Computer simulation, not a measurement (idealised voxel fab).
process module | voxel transistor to metal
cross-section cut | 150 nm wide | cells 5 nm
A cross-section is a grid of square cells, given in bands from the top down. A band is one or more rows of cells.
Each band's line starts with the height of the band's top and of its bottom, in nm. Then come its materials from left to right, each with its width in nm. One material with "throughout" fills the band from edge to edge. "air" is empty space.
Height 0 is the level under which the wafer as received is all one material. The lowest band goes on downwards, as in "0 down".
A width such as "30 to 40" changes by the same amount from each row of cells to the next, from the band's top row to its bottom row.
"no change" after a step means that no cell of the cross-section changed.
closed voids: empty space of 8 cells or more with no open way to the top, each as width x height at its distance from the left edge, in nm
after a step's settings: what the simulator itself notes on the step
overlay nm, on a step with a mask: how far to the right of its planned place the mask lay; to the left if negative
Each pair below shows a cross-section before one step and the cross-section after it, down to the lowest band that changed. The line under each pair gives the step between them, with its settings. The pairs can come from different runs of this module on the same starting wafer, so a pair continues from the pair above only where its "before" says so.
before
  100 to 65: air 25 | resist 20 | air 60 | resist 20 | air 25
  65 to 50: aC throughout
  50 to 30: W throughout
  30 to 25: TiN throughout
  25 to 15: SiO2 25 | TiN 5 | W 10 | TiN 5 | SiO2 60 | TiN 5 | W 10 | TiN 5 | SiO2 25
  15 to 0: SiO2 25 | TiN 5 | W 10 | TiN 5 | SiO2 5 | SiN 10 | HfO2 5 | TiN 5 | W 10 | TiN 5 | HfO2 5 | SiN 10 | SiO2 5 | TiN 5 | W 10 | TiN 5 | SiO2 25
  0 to -5: SiO2 15 | SiN 10 | TiN 20 | SiO2 5 | SiN 10 | HfO2 5 | TiN 20 | HfO2 5 | SiN 10 | SiO2 5 | TiN 20 | SiN 10 | SiO2 15
  -5 to -10: SiO2 25 | SiGe 25 | SiO2 5 | HfO2 40 | SiO2 5 | SiGe 25 | SiO2 25
  -10 to -70: SiO2 25 | Si 100 | SiO2 25
  -70 down: Si throughout
  closed voids: none
after
  85 to 65: air 25 | resist 20 | air 60 | resist 20 | air 25
  65 to 50: air 25 | aC 20 | air 60 | aC 20 | air 25
  below 50: unchanged
  closed voids: none
the step between: op DIRECTIONAL_ETCH | etch materials aC | depth nm 15
before: the cross-section after the pair above
after
  65 to 50: air 25 | aC 20 | air 60 | aC 20 | air 25
  below 50: unchanged
  closed voids: none
the step between: op STRIP | etch materials resist
before: the cross-section after the pair above
after
  65 to 50: air 25 | aC 20 | air 60 | aC 20 | air 25
  50 to 30: air 25 | W 20 | air 60 | W 20 | air 25
  below 30: unchanged
  closed voids: none
the step between: op DIRECTIONAL_ETCH | etch materials W | depth nm 20
before: the cross-section after the pair above
after
  65 to 50: air 25 | aC 20 | air 60 | aC 20 | air 25
  50 to 30: air 25 | W 20 | air 60 | W 20 | air 25
  30 to 25: air 25 | TiN 20 | air 60 | TiN 20 | air 25
  below 25: unchanged
  closed voids: none
the step between: op DIRECTIONAL_ETCH | etch materials TiN | depth nm 5
before: the cross-section after the pair above
after
  50 to 30: air 25 | W 20 | air 60 | W 20 | air 25
  below 30: unchanged
  closed voids: none
the step between: op STRIP | etch materials aC
before: the cross-section after the pair above
after
  55 to 50: air 20 | SiN 30 | air 50 | SiN 30 | air 20
  50 to 30: air 20 | SiN 5 | W 20 | SiN 5 | air 50 | SiN 5 | W 20 | SiN 5 | air 20
  30 to 25: SiN 25 | TiN 20 | SiN 60 | TiN 20 | SiN 25
  below 25: unchanged
  closed voids: none
the step between: op CONFORMAL_DEP | material SiN | thk nm 5
before: the cross-section after the pair above
after
  65 to 55: lowk throughout
  55 to 50: lowk 20 | SiN 30 | lowk 50 | SiN 30 | lowk 20
  50 to 30: lowk 20 | SiN 5 | W 20 | SiN 5 | lowk 50 | SiN 5 | W 20 | SiN 5 | lowk 20
  below 30: unchanged
  closed voids: none
the step between: op FILL_DEP | material lowk | thk nm 10
before: the cross-section after the pair above
after
  50 to 30: lowk 20 | SiN 5 | W 20 | SiN 5 | lowk 50 | SiN 5 | W 20 | SiN 5 | lowk 20
  below 30: unchanged
  closed voids: none
the step between: op CMP | height nm 50
before: the cross-section after the pair above
after
  55 to 50: SiN throughout
  below 50: unchanged
  closed voids: none
the step between: op CONFORMAL_DEP | material SiN | thk nm 5
before
  10 to 0: SiO2 20 | SiN 110 | SiO2 20
  0 to -5: SiO2 throughout
  -5 to -40: SiO2 25 | Si 100 | SiO2 25
  -40 down: Si throughout
  closed voids: none
after
  10 to 0: SiO2 20 | air 110 | SiO2 20
  below 0: unchanged
  closed voids: none
the step between: op STRIP | etch materials SiN
before: the cross-section after the pair above
after
  5 to -5: SiO2 15 | air 120 | SiO2 15
  below -5: unchanged
  closed voids: none
the step between: op SELECTIVE_ETCH | etch materials SiO2 | depth nm 5
before: the cross-section after the pair above
after
  0 to -5: SiO2 10 | air 130 | SiO2 10
  -5 to -10: SiO2 10 | air 15 | Si 100 | air 15 | SiO2 10
  below -10: unchanged
  closed voids: none
the step between: op SELECTIVE_ETCH | etch materials SiO2 | depth nm 5
before: the cross-section after the pair above
after
  0 to -5: SiO2 10 | air 130 | SiO2 10
  -5 to -10: SiO2 10 | air 15 | SiO2 100 | air 15 | SiO2 10
  -10 to -15: SiO2 30 | Si 90 | SiO2 30
  below -15: unchanged
  closed voids: none
the step between: op OXIDIZE | depth nm 5
before: the cross-section after the pair above
after
  25 to 20: polySi 10 | air 130 | polySi 10
  20 to 15: polySi 10 | air 15 | polySi 100 | air 15 | polySi 10
  15 to 0: polySi throughout
  0 to -5: SiO2 10 | polySi 130 | SiO2 10
  -5 to -10: SiO2 10 | polySi 15 | SiO2 100 | polySi 15 | SiO2 10
  below -10: unchanged
  closed voids: none
the step between: op DIRECTIONAL_DEP | material polySi | thk nm 25
before: the cross-section after the pair above
after
  35 to 30: SiCN 10 | air 130 | SiCN 10
  30 to 25: SiCN 10 | air 15 | SiCN 100 | air 15 | SiCN 10
  25 to 20: polySi 10 | SiCN 130 | polySi 10
  20 to 15: polySi 10 | SiCN 15 | polySi 100 | SiCN 15 | polySi 10
  below 15: unchanged
  closed voids: none
the step between: op DIRECTIONAL_DEP | material SiCN | thk nm 10
before: the cross-section after the pair above
after
  55 to 35: air 60 | resist 30 | air 60
  35 to 30: SiCN 10 | air 50 | resist 30 | air 50 | SiCN 10
  below 30: unchanged
  closed voids: none
the step between: op PATTERN | tone cover | mask id GATE | material resist | width nm 30 | thk nm 20 | overlay nm 0
before: the cross-section after the pair above
after
  55 to 30: air 60 | resist 30 | air 60
  30 to 25: air 60 | SiCN 30 | air 60
  25 to 20: polySi 10 | air 50 | SiCN 30 | air 50 | polySi 10
  20 to 15: polySi 10 | air 15 | polySi 100 | air 15 | polySi 10
  below 15: unchanged
  closed voids: none
the step between: op DIRECTIONAL_ETCH | etch materials SiCN | depth nm 20
before: the cross-section after the pair above
after
  55 to 30: air 60 | resist 30 | air 60
  30 to 20: air 60 | SiCN 30 | air 60
  20 to 0: air 60 | polySi 30 | air 60
  0 to -5: SiO2 10 | air 50 | polySi 30 | air 50 | SiO2 10
  -5 to -10: SiO2 10 | air 15 | SiO2 100 | air 15 | SiO2 10
  below -10: unchanged
  closed voids: none
the step between: op DIRECTIONAL_ETCH | etch materials polySi | depth nm 35
before: the cross-section after the pair above
after
  30 to 20: air 60 | SiCN 30 | air 60
  below 20: unchanged
  closed voids: none
the step between: op STRIP | etch materials resist
before: the cross-section after the pair above
after
  40 to 30: air 50 | SiN 50 | air 50
  30 to 20: air 50 | SiN 10 | SiCN 30 | SiN 10 | air 50
  20 to 10: air 50 | SiN 10 | polySi 30 | SiN 10 | air 50
  10 to 5: SiN 20 | air 30 | SiN 10 | polySi 30 | SiN 10 | air 30 | SiN 20
  5 to 0: SiN 60 | polySi 30 | SiN 60
  0 to -5: SiO2 10 | SiN 50 | polySi 30 | SiN 50 | SiO2 10
  -5 to -10: SiO2 10 | SiN 15 | SiO2 100 | SiN 15 | SiO2 10
  below -10: unchanged
  closed voids: none
the step between: op CONFORMAL_DEP | material SiN | thk nm 10
before: the cross-section after the pair above
after
  30 to 20: air 50 | SiN 10 | SiCN 30 | SiN 10 | air 50
  20 to 0: air 50 | SiN 10 | polySi 30 | SiN 10 | air 50
  0 to -5: SiO2 10 | SiN 10 | air 30 | SiN 10 | polySi 30 | SiN 10 | air 30 | SiN 10 | SiO2 10
  below -5: unchanged
  closed voids: none
the step between: op DIRECTIONAL_ETCH | etch materials SiN | depth nm 10
before: the cross-section after the pair above
after
  30 to 20: air 50 | SiN 10 | SiCN 30 | SiN 10 | air 50
  20 to 0: air 50 | SiN 10 | polySi 30 | SiN 10 | air 50
  0 to -5: air 10 | SiN 10 | air 30 | SiN 10 | polySi 30 | SiN 10 | air 30 | SiN 10 | air 10
  -5 to -10: SiO2 10 | SiN 15 | air 25 | SiO2 50 | air 25 | SiN 15 | SiO2 10
  below -10: unchanged
  closed voids: none
the step between: op DIRECTIONAL_ETCH | etch materials SiO2 | depth nm 5
before: the cross-section after the pair above
after
  30 to 20: air 50 | SiN 10 | SiCN 30 | SiN 10 | air 50
  20 to 0: air 50 | SiN 10 | polySi 30 | SiN 10 | air 50
  0 to -5: air 10 | SiN 10 | air 30 | SiN 10 | polySi 30 | SiN 10 | air 30 | SiN 10 | air 10
  -5 to -10: SiO2 10 | SiN 15 | SiGe 25 | SiO2 50 | SiGe 25 | SiN 15 | SiO2 10
  below -10: unchanged
  closed voids: none
the step between: op EPI | material SiGe | thk nm 5
before: the cross-section after the pair above
after
  35 to 30: SiO2 throughout
  30 to 20: SiO2 50 | SiN 10 | SiCN 30 | SiN 10 | SiO2 50
  20 to 0: SiO2 50 | SiN 10 | polySi 30 | SiN 10 | SiO2 50
  0 to -5: SiO2 10 | SiN 10 | SiO2 30 | SiN 10 | polySi 30 | SiN 10 | SiO2 30 | SiN 10 | SiO2 10
  below -5: unchanged
  closed voids: none
the step between: op FILL_DEP | material SiO2 | thk nm 5
before: the cross-section after the pair above
after
  20 to 0: SiO2 50 | SiN 10 | polySi 30 | SiN 10 | SiO2 50
  below 0: unchanged
  closed voids: none
the step between: op CMP | height nm 20
before: the cross-section after the pair above
after
  20 to 0: SiO2 50 | SiN 10 | air 30 | SiN 10 | SiO2 50
  0 to -5: SiO2 10 | SiN 10 | SiO2 30 | SiN 10 | air 30 | SiN 10 | SiO2 30 | SiN 10 | SiO2 10
  below -5: unchanged
  closed voids: none
the step between: op STRIP | etch materials polySi
before: the cross-section after the pair above
after
  20 to 15: air 50 | SiN 10 | air 30 | SiN 10 | air 50
  15 to 0: SiO2 50 | SiN 10 | air 30 | SiN 10 | SiO2 50
  0 to -5: SiO2 10 | SiN 10 | SiO2 30 | SiN 10 | air 30 | SiN 10 | SiO2 30 | SiN 10 | SiO2 10
  -5 to -10: SiO2 10 | SiN 15 | SiGe 25 | SiO2 5 | air 40 | SiO2 5 | SiGe 25 | SiN 15 | SiO2 10
  below -10: unchanged
  closed voids: none
the step between: op SELECTIVE_ETCH | etch materials SiO2 | depth nm 5
before: the cross-section after the pair above
after
  25 to 20: air 45 | HfO2 20 | air 20 | HfO2 20 | air 45
  20 to 15: HfO2 50 | SiN 10 | HfO2 5 | air 20 | HfO2 5 | SiN 10 | HfO2 50
  15 to 0: SiO2 50 | SiN 10 | HfO2 5 | air 20 | HfO2 5 | SiN 10 | SiO2 50
  0 to -5: SiO2 10 | SiN 10 | SiO2 30 | SiN 10 | HfO2 5 | air 20 | HfO2 5 | SiN 10 | SiO2 30 | SiN 10 | SiO2 10
  -5 to -10: SiO2 10 | SiN 15 | SiGe 25 | SiO2 5 | HfO2 40 | SiO2 5 | SiGe 25 | SiN 15 | SiO2 10
  below -10: unchanged
  closed voids: none
the step between: op CONFORMAL_DEP | material HfO2 | thk nm 5
before: the cross-section after the pair above
after
  30 to 25: air 40 | TiN 30 | air 10 | TiN 30 | air 40
  25 to 20: TiN 45 | HfO2 20 | TiN 5 | air 10 | TiN 5 | HfO2 20 | TiN 45
  20 to 15: HfO2 50 | SiN 10 | HfO2 5 | TiN 5 | air 10 | TiN 5 | HfO2 5 | SiN 10 | HfO2 50
  15 to 0: SiO2 50 | SiN 10 | HfO2 5 | TiN 5 | air 10 | TiN 5 | HfO2 5 | SiN 10 | SiO2 50
  0 to -5: SiO2 10 | SiN 10 | SiO2 30 | SiN 10 | HfO2 5 | TiN 20 | HfO2 5 | SiN 10 | SiO2 30 | SiN 10 | SiO2 10
  below -5: unchanged
  closed voids: none
the step between: op CONFORMAL_DEP | material TiN | thk nm 5
before: the cross-section after the pair above
after
  40 to 30: W throughout
  30 to 25: W 40 | TiN 30 | W 10 | TiN 30 | W 40
  25 to 20: TiN 45 | HfO2 20 | TiN 5 | W 10 | TiN 5 | HfO2 20 | TiN 45
  20 to 15: HfO2 50 | SiN 10 | HfO2 5 | TiN 5 | W 10 | TiN 5 | HfO2 5 | SiN 10 | HfO2 50
  15 to 0: SiO2 50 | SiN 10 | HfO2 5 | TiN 5 | W 10 | TiN 5 | HfO2 5 | SiN 10 | SiO2 50
  below 0: unchanged
  closed voids: none
the step between: op FILL_DEP | material W | thk nm 10
before: the cross-section after the pair above
after
  15 to 0: SiO2 50 | SiN 10 | HfO2 5 | TiN 5 | W 10 | TiN 5 | HfO2 5 | SiN 10 | SiO2 50
  below 0: unchanged
  closed voids: none
the step between: op CMP | height nm 15
before: the cross-section after the pair above
after
  25 to 15: SiO2 throughout
  below 15: unchanged
  closed voids: none
the step between: op DIRECTIONAL_DEP | material SiO2 | thk nm 10
before: the cross-section after the pair above
after
  25 to 15: SiO2 25 | air 20 | SiO2 60 | air 20 | SiO2 25
  15 to 0: SiO2 25 | air 20 | SiO2 5 | SiN 10 | HfO2 5 | TiN 5 | W 10 | TiN 5 | HfO2 5 | SiN 10 | SiO2 5 | air 20 | SiO2 25
  0 to -5: SiO2 10 | SiN 10 | SiO2 5 | air 20 | SiO2 5 | SiN 10 | HfO2 5 | TiN 20 | HfO2 5 | SiN 10 | SiO2 5 | air 20 | SiO2 5 | SiN 10 | SiO2 10
  below -5: unchanged
  closed voids: none
the step between: op MASKED_ETCH | tone open | mask id CONTACT | width nm 20 | pitch nm 80 | etch materials SiO2 | depth nm 30 | overlay nm 0
before: the cross-section after the pair above
after
  30 to 25: TiN 30 | air 10 | TiN 70 | air 10 | TiN 30
  25 to 15: SiO2 25 | TiN 5 | air 10 | TiN 5 | SiO2 60 | TiN 5 | air 10 | TiN 5 | SiO2 25
  15 to 0: SiO2 25 | TiN 5 | air 10 | TiN 5 | SiO2 5 | SiN 10 | HfO2 5 | TiN 5 | W 10 | TiN 5 | HfO2 5 | SiN 10 | SiO2 5 | TiN 5 | air 10 | TiN 5 | SiO2 25
  0 to -5: SiO2 10 | SiN 10 | SiO2 5 | TiN 20 | SiO2 5 | SiN 10 | HfO2 5 | TiN 20 | HfO2 5 | SiN 10 | SiO2 5 | TiN 20 | SiO2 5 | SiN 10 | SiO2 10
  below -5: unchanged
  closed voids: none
the step between: op CONFORMAL_DEP | material TiN | thk nm 5
before: the cross-section after the pair above
after
  40 to 30: W throughout
  30 to 25: TiN 30 | W 10 | TiN 70 | W 10 | TiN 30
  25 to 15: SiO2 25 | TiN 5 | W 10 | TiN 5 | SiO2 60 | TiN 5 | W 10 | TiN 5 | SiO2 25
  15 to 0: SiO2 25 | TiN 5 | W 10 | TiN 5 | SiO2 5 | SiN 10 | HfO2 5 | TiN 5 | W 10 | TiN 5 | HfO2 5 | SiN 10 | SiO2 5 | TiN 5 | W 10 | TiN 5 | SiO2 25
  below 0: unchanged
  closed voids: none
the step between: op FILL_DEP | material W | thk nm 10
before: the cross-section after the pair above
after
  25 to 15: SiO2 25 | TiN 5 | W 10 | TiN 5 | SiO2 60 | TiN 5 | W 10 | TiN 5 | SiO2 25
  below 15: unchanged
  closed voids: none
the step between: op CMP | height nm 25
before: the cross-section after the pair above
after
  30 to 25: TiN throughout
  below 25: unchanged
  closed voids: none
the step between: op DIRECTIONAL_DEP | material TiN | thk nm 5
before: the cross-section after the pair above
after
  50 to 30: W throughout
  below 30: unchanged
  closed voids: none
the step between: op DIRECTIONAL_DEP | material W | thk nm 20
before: the cross-section after the pair above
after
  65 to 50: aC throughout
  below 50: unchanged
  closed voids: none
the step between: op DIRECTIONAL_DEP | material aC | thk nm 15
before: the cross-section after the pair above
after
  100 to 65: air 25 | resist 20 | air 60 | resist 20 | air 25
  below 65: unchanged
  closed voids: none
the step between: op PATTERN | tone cover | mask id METAL_1 | material resist | width nm 20 | pitch nm 80 | thk nm 35 | overlay nm 0
before: the cross-section after the pair above
after
  85 to 65: air 25 | resist 20 | air 60 | resist 20 | air 25
  65 to 50: air 25 | aC 20 | air 60 | aC 20 | air 25
  below 50: unchanged
  closed voids: none
the step between: op DIRECTIONAL_ETCH | etch materials aC | depth nm 15
before: the cross-section after the pair above
after
  65 to 50: air 25 | aC 20 | air 60 | aC 20 | air 25
  below 50: unchanged
  closed voids: none
the step between: op STRIP | etch materials resist
before: the cross-section after the pair above
after
  65 to 50: air 25 | aC 20 | air 60 | aC 20 | air 25
  50 to 30: air 25 | W 20 | air 60 | W 20 | air 25
  below 30: unchanged
  closed voids: none
the step between: op DIRECTIONAL_ETCH | etch materials W | depth nm 20
before: the cross-section after the pair above
after
  65 to 50: air 25 | aC 20 | air 60 | aC 20 | air 25
  50 to 30: air 25 | W 20 | air 60 | W 20 | air 25
  30 to 25: air 25 | TiN 20 | air 60 | TiN 20 | air 25
  below 25: unchanged
  closed voids: none
the step between: op DIRECTIONAL_ETCH | etch materials TiN | depth nm 5
before: the cross-section after the pair above
after
  50 to 30: air 25 | W 20 | air 60 | W 20 | air 25
  below 30: unchanged
  closed voids: none
the step between: op STRIP | etch materials aC
before: the cross-section after the pair above
after
  55 to 50: air 20 | SiN 30 | air 50 | SiN 30 | air 20
  50 to 30: air 20 | SiN 5 | W 20 | SiN 5 | air 50 | SiN 5 | W 20 | SiN 5 | air 20
  30 to 25: SiN 25 | TiN 20 | SiN 60 | TiN 20 | SiN 25
  below 25: unchanged
  closed voids: none
the step between: op CONFORMAL_DEP | material SiN | thk nm 5
before: the cross-section after the pair above
after
  65 to 55: lowk throughout
  55 to 50: lowk 20 | SiN 30 | lowk 50 | SiN 30 | lowk 20
  50 to 30: lowk 20 | SiN 5 | W 20 | SiN 5 | lowk 50 | SiN 5 | W 20 | SiN 5 | lowk 20
  below 30: unchanged
  closed voids: none
the step between: op FILL_DEP | material lowk | thk nm 10
before: the cross-section after the pair above
after
  50 to 30: lowk 20 | SiN 5 | W 20 | SiN 5 | lowk 50 | SiN 5 | W 20 | SiN 5 | lowk 20
  below 30: unchanged
  closed voids: none
the step between: op CMP | height nm 50
before: the cross-section after the pair above
after
  55 to 50: SiN throughout
  below 50: unchanged
  closed voids: none
the step between: op CONFORMAL_DEP | material SiN | thk nm 5
before
  10 to 0: air 20 | SiN 110 | air 20
  0 to -5: air 20 | SiO2 110 | air 20
  -5 to -35: air 20 | Si 110 | air 20
  -35 down: Si throughout
  closed voids: none
after
  10 to 0: air 20 | SiN 110 | air 20
  0 to -5: air 20 | SiO2 110 | air 20
  -5 to -35: air 20 | SiO2 10 | Si 90 | SiO2 10 | air 20
  -35 to -45: SiO2 30 | Si 90 | SiO2 30
  below -45: unchanged
  closed voids: none
the step between: op OXIDIZE | depth nm 10
before: the cross-section after the pair above
after
  20 to 10: SiO2 throughout
  10 to 0: SiO2 20 | SiN 110 | SiO2 20
  0 to -5: SiO2 throughout
  -5 to -45: SiO2 30 | Si 90 | SiO2 30
  below -45: unchanged
  closed voids: none
the step between: op FILL_DEP | material SiO2 | thk nm 10
before: the cross-section after the pair above
after
  10 to 0: SiO2 20 | SiN 110 | SiO2 20
  below 0: unchanged
  closed voids: none
the step between: op CMP | height nm 10
before: the cross-section after the pair above
after
  10 to 5: air 20 | SiN 110 | air 20
  below 5: unchanged
  closed voids: none
the step between: op SELECTIVE_ETCH | etch materials SiO2 | depth nm 5
before: the cross-section after the pair above
after
  5 to 0: SiO2 20 | air 110 | SiO2 20
  below 0: unchanged
  closed voids: none
the step between: op STRIP | etch materials SiN
before: the cross-section after the pair above
after
  0 to -5: SiO2 15 | air 120 | SiO2 15
  below -5: unchanged
  closed voids: none
the step between: op SELECTIVE_ETCH | etch materials SiO2 | depth nm 5
before: the cross-section after the pair above
after
  0 to -5: SiO2 15 | air 120 | SiO2 15
  -5 to -10: SiO2 throughout
  below -10: unchanged
  closed voids: none
the step between: op OXIDIZE | depth nm 5
before: the cross-section after the pair above
after
  25 to 20: polySi 15 | air 120 | polySi 15
  20 to 0: polySi throughout
  0 to -5: SiO2 15 | polySi 120 | SiO2 15
  below -5: unchanged
  closed voids: none
the step between: op DIRECTIONAL_DEP | material polySi | thk nm 25
before: the cross-section after the pair above
after
  35 to 30: SiCN 15 | air 120 | SiCN 15
  30 to 25: SiCN throughout
  25 to 20: polySi 15 | SiCN 120 | polySi 15
  below 20: unchanged
  closed voids: none
the step between: op DIRECTIONAL_DEP | material SiCN | thk nm 10
before: the cross-section after the pair above
after
  55 to 35: air 60 | resist 30 | air 60
  35 to 30: SiCN 15 | air 45 | resist 30 | air 45 | SiCN 15
  below 30: unchanged
  closed voids: none
the step between: op PATTERN | tone cover | mask id GATE | material resist | width nm 30 | thk nm 20 | overlay nm 0
before: the cross-section after the pair above
after
  55 to 30: air 60 | resist 30 | air 60
  30 to 25: air 60 | SiCN 30 | air 60
  25 to 20: polySi 15 | air 45 | SiCN 30 | air 45 | polySi 15
  below 20: unchanged
  closed voids: none
the step between: op DIRECTIONAL_ETCH | etch materials SiCN | depth nm 20
before: the cross-section after the pair above
after
  55 to 30: air 60 | resist 30 | air 60
  30 to 20: air 60 | SiCN 30 | air 60
  20 to 0: air 60 | polySi 30 | air 60
  0 to -5: SiO2 15 | air 45 | polySi 30 | air 45 | SiO2 15
  below -5: unchanged
  closed voids: none
the step between: op DIRECTIONAL_ETCH | etch materials polySi | depth nm 35
before: the cross-section after the pair above
after
  30 to 20: air 60 | SiCN 30 | air 60
  below 20: unchanged
  closed voids: none
the step between: op STRIP | etch materials resist
before: the cross-section after the pair above
after
  40 to 30: air 50 | SiN 50 | air 50
  30 to 20: air 50 | SiN 10 | SiCN 30 | SiN 10 | air 50
  20 to 10: air 50 | SiN 10 | polySi 30 | SiN 10 | air 50
  10 to 5: SiN 25 | air 25 | SiN 10 | polySi 30 | SiN 10 | air 25 | SiN 25
  5 to 0: SiN 60 | polySi 30 | SiN 60
  0 to -5: SiO2 15 | SiN 45 | polySi 30 | SiN 45 | SiO2 15
  below -5: unchanged
  closed voids: none
the step between: op CONFORMAL_DEP | material SiN | thk nm 10
before: the cross-section after the pair above
after
  30 to 20: air 50 | SiN 10 | SiCN 30 | SiN 10 | air 50
  20 to 0: air 50 | SiN 10 | polySi 30 | SiN 10 | air 50
  0 to -5: SiO2 15 | SiN 10 | air 25 | SiN 10 | polySi 30 | SiN 10 | air 25 | SiN 10 | SiO2 15
  below -5: unchanged
  closed voids: none
the step between: op DIRECTIONAL_ETCH | etch materials SiN | depth nm 10
before: the cross-section after the pair above
after
  30 to 20: air 50 | SiN 10 | SiCN 30 | SiN 10 | air 50
  20 to 0: air 50 | SiN 10 | polySi 30 | SiN 10 | air 50
  0 to -5: air 15 | SiN 10 | air 25 | SiN 10 | polySi 30 | SiN 10 | air 25 | SiN 10 | air 15
  -5 to -10: SiO2 25 | air 25 | SiO2 50 | air 25 | SiO2 25
  below -10: unchanged
  closed voids: none
the step between: op DIRECTIONAL_ETCH | etch materials SiO2 | depth nm 5
before: the cross-section after the pair above
after
  30 to 20: air 50 | SiN 10 | SiCN 30 | SiN 10 | air 50
  20 to 0: air 50 | SiN 10 | polySi 30 | SiN 10 | air 50
  0 to -5: air 15 | SiN 10 | air 25 | SiN 10 | polySi 30 | SiN 10 | air 25 | SiN 10 | air 15
  -5 to -10: SiO2 25 | SiGe 25 | SiO2 50 | SiGe 25 | SiO2 25
  below -10: unchanged
  closed voids: none
the step between: op EPI | material SiGe | thk nm 5
before: the cross-section after the pair above
after
  35 to 30: SiO2 throughout
  30 to 20: SiO2 50 | SiN 10 | SiCN 30 | SiN 10 | SiO2 50
  20 to 0: SiO2 50 | SiN 10 | polySi 30 | SiN 10 | SiO2 50
  0 to -5: SiO2 15 | SiN 10 | SiO2 25 | SiN 10 | polySi 30 | SiN 10 | SiO2 25 | SiN 10 | SiO2 15
  below -5: unchanged
  closed voids: none
the step between: op FILL_DEP | material SiO2 | thk nm 5
before: the cross-section after the pair above
after
  20 to 0: SiO2 50 | SiN 10 | polySi 30 | SiN 10 | SiO2 50
  below 0: unchanged
  closed voids: none
the step between: op CMP | height nm 20
before: the cross-section after the pair above
after
  20 to 0: SiO2 50 | SiN 10 | air 30 | SiN 10 | SiO2 50
  0 to -5: SiO2 15 | SiN 10 | SiO2 25 | SiN 10 | air 30 | SiN 10 | SiO2 25 | SiN 10 | SiO2 15
  below -5: unchanged
  closed voids: none
the step between: op STRIP | etch materials polySi
before: the cross-section after the pair above
after
  20 to 15: air 50 | SiN 10 | air 30 | SiN 10 | air 50
  15 to 0: SiO2 50 | SiN 10 | air 30 | SiN 10 | SiO2 50
  0 to -5: SiO2 15 | SiN 10 | SiO2 25 | SiN 10 | air 30 | SiN 10 | SiO2 25 | SiN 10 | SiO2 15
  -5 to -10: SiO2 25 | SiGe 25 | SiO2 5 | air 40 | SiO2 5 | SiGe 25 | SiO2 25
  below -10: unchanged
  closed voids: none
the step between: op SELECTIVE_ETCH | etch materials SiO2 | depth nm 5
before: the cross-section after the pair above
after
  25 to 20: air 45 | HfO2 20 | air 20 | HfO2 20 | air 45
  20 to 15: HfO2 50 | SiN 10 | HfO2 5 | air 20 | HfO2 5 | SiN 10 | HfO2 50
  15 to 0: SiO2 50 | SiN 10 | HfO2 5 | air 20 | HfO2 5 | SiN 10 | SiO2 50
  0 to -5: SiO2 15 | SiN 10 | SiO2 25 | SiN 10 | HfO2 5 | air 20 | HfO2 5 | SiN 10 | SiO2 25 | SiN 10 | SiO2 15
  -5 to -10: SiO2 25 | SiGe 25 | SiO2 5 | HfO2 40 | SiO2 5 | SiGe 25 | SiO2 25
  below -10: unchanged
  closed voids: none
the step between: op CONFORMAL_DEP | material HfO2 | thk nm 5
before: the cross-section after the pair above
after
  30 to 25: air 40 | TiN 30 | air 10 | TiN 30 | air 40
  25 to 20: TiN 45 | HfO2 20 | TiN 5 | air 10 | TiN 5 | HfO2 20 | TiN 45
  20 to 15: HfO2 50 | SiN 10 | HfO2 5 | TiN 5 | air 10 | TiN 5 | HfO2 5 | SiN 10 | HfO2 50
  15 to 0: SiO2 50 | SiN 10 | HfO2 5 | TiN 5 | air 10 | TiN 5 | HfO2 5 | SiN 10 | SiO2 50
  0 to -5: SiO2 15 | SiN 10 | SiO2 25 | SiN 10 | HfO2 5 | TiN 20 | HfO2 5 | SiN 10 | SiO2 25 | SiN 10 | SiO2 15
  below -5: unchanged
  closed voids: none
the step between: op CONFORMAL_DEP | material TiN | thk nm 5
before: the cross-section after the pair above
after
  40 to 30: W throughout
  30 to 25: W 40 | TiN 30 | W 10 | TiN 30 | W 40
  25 to 20: TiN 45 | HfO2 20 | TiN 5 | W 10 | TiN 5 | HfO2 20 | TiN 45
  20 to 15: HfO2 50 | SiN 10 | HfO2 5 | TiN 5 | W 10 | TiN 5 | HfO2 5 | SiN 10 | HfO2 50
  15 to 0: SiO2 50 | SiN 10 | HfO2 5 | TiN 5 | W 10 | TiN 5 | HfO2 5 | SiN 10 | SiO2 50
  below 0: unchanged
  closed voids: none
the step between: op FILL_DEP | material W | thk nm 10
before: the cross-section after the pair above
after
  15 to 0: SiO2 50 | SiN 10 | HfO2 5 | TiN 5 | W 10 | TiN 5 | HfO2 5 | SiN 10 | SiO2 50
  below 0: unchanged
  closed voids: none
the step between: op CMP | height nm 15
before: the cross-section after the pair above
after
  25 to 15: SiO2 throughout
  below 15: unchanged
  closed voids: none
the step between: op DIRECTIONAL_DEP | material SiO2 | thk nm 10
before: the cross-section after the pair above
after
  25 to 15: SiO2 25 | air 20 | SiO2 60 | air 20 | SiO2 25
  15 to 0: SiO2 25 | air 20 | SiO2 5 | SiN 10 | HfO2 5 | TiN 5 | W 10 | TiN 5 | HfO2 5 | SiN 10 | SiO2 5 | air 20 | SiO2 25
  0 to -5: SiO2 15 | SiN 10 | air 20 | SiO2 5 | SiN 10 | HfO2 5 | TiN 20 | HfO2 5 | SiN 10 | SiO2 5 | air 20 | SiN 10 | SiO2 15
  below -5: unchanged
  closed voids: none
the step between: op MASKED_ETCH | tone open | mask id CONTACT | width nm 20 | pitch nm 80 | etch materials SiO2 | depth nm 30 | overlay nm 0
before: the cross-section after the pair above
after
  30 to 25: TiN 30 | air 10 | TiN 70 | air 10 | TiN 30
  25 to 15: SiO2 25 | TiN 5 | air 10 | TiN 5 | SiO2 60 | TiN 5 | air 10 | TiN 5 | SiO2 25
  15 to 0: SiO2 25 | TiN 5 | air 10 | TiN 5 | SiO2 5 | SiN 10 | HfO2 5 | TiN 5 | W 10 | TiN 5 | HfO2 5 | SiN 10 | SiO2 5 | TiN 5 | air 10 | TiN 5 | SiO2 25
  0 to -5: SiO2 15 | SiN 10 | TiN 20 | SiO2 5 | SiN 10 | HfO2 5 | TiN 20 | HfO2 5 | SiN 10 | SiO2 5 | TiN 20 | SiN 10 | SiO2 15
  below -5: unchanged
  closed voids: none
the step between: op CONFORMAL_DEP | material TiN | thk nm 5
before: the cross-section after the pair above
after
  40 to 30: W throughout
  30 to 25: TiN 30 | W 10 | TiN 70 | W 10 | TiN 30
  25 to 15: SiO2 25 | TiN 5 | W 10 | TiN 5 | SiO2 60 | TiN 5 | W 10 | TiN 5 | SiO2 25
  15 to 0: SiO2 25 | TiN 5 | W 10 | TiN 5 | SiO2 5 | SiN 10 | HfO2 5 | TiN 5 | W 10 | TiN 5 | HfO2 5 | SiN 10 | SiO2 5 | TiN 5 | W 10 | TiN 5 | SiO2 25
  below 0: unchanged
  closed voids: none
the step between: op FILL_DEP | material W | thk nm 10
before: the cross-section after the pair above
after
  25 to 15: SiO2 25 | TiN 5 | W 10 | TiN 5 | SiO2 60 | TiN 5 | W 10 | TiN 5 | SiO2 25
  below 15: unchanged
  closed voids: none
the step between: op CMP | height nm 25
